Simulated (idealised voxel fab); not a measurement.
The process module presented herein is designated voxel local oxidation.
Pictured: cross-section cut, 210 nm wide, on a grid of 5 nm square cells.
Think of the cross-section as a grid of square cells. We describe it in bands, top to bottom, and each band covers one or more rows of those cells.
Within each band entry, the heights of the top and of the bottom of the band appear first, in that order and in nm; the materials of the band then follow from left to right, each with its corresponding width in nm. The designation "all across" on a single material indicates that it fills the band from edge to edge; the designation "air" indicates empty space.
Zero point of the height axis is 0; under it, received wafer = one material. Lowest band: continues down indefinitely, "from 0 down".
The expression "30 to 40" gives the width at the extremes of the band, the first number at its top row of cells and the second at its bottom row, with the width changing by equal amounts from each row to the next in between.
"remains unaltered" means the step left every cell of the cross-section as it was.
The entry "Closed void listing" lists the empty spaces that cover at least 8 cells and have no open path to the top. Each is written as width x height at distance, where the distance is measured from the left edge and all three values are in nm.
That trailing text on a step's line, after the settings, is the simulator's own remark on the step.
On any step carrying a mask, the "overlay nm" setting, if present on the step's line, tells how far right of its planned place the mask lay; negative values point to the left.
**Intended process steps**
- 1: RECEIVE | material Si
- 2: OXIDIZE | depth nm 5
- 3: CONFORMAL_DEP | material SiN | thk nm 15
- 4: MASKED_ETCH | tone cover | mask id ACTIVE | width nm 95 | etch materials SiN | depth nm 15 | overlay nm 0
- 5: SELECTIVE_ETCH | etch materials SiO2 | depth nm 5
- 6: OXIDIZE | depth nm 15
- 7: STRIP | etch materials SiN
**as received, after step 1**
    from 0 down | Si all across
    Closed void listing: none
**a wafer at the end: this start, this plan, one mistake**
    from 0 to -5 | 55 air, 95 SiO2, 60 air
    from -5 to -20 | 70 SiO2, 65 Si, 75 SiO2
    from -20 down | Si all across
    Closed void listing: none
Misprocessing identified: step 4 deviated from plan and actually ran as MASKED_ETCH | tone cover | mask id ACTIVE | width nm 105 | etch materials SiN | depth nm 15 | overlay nm 0
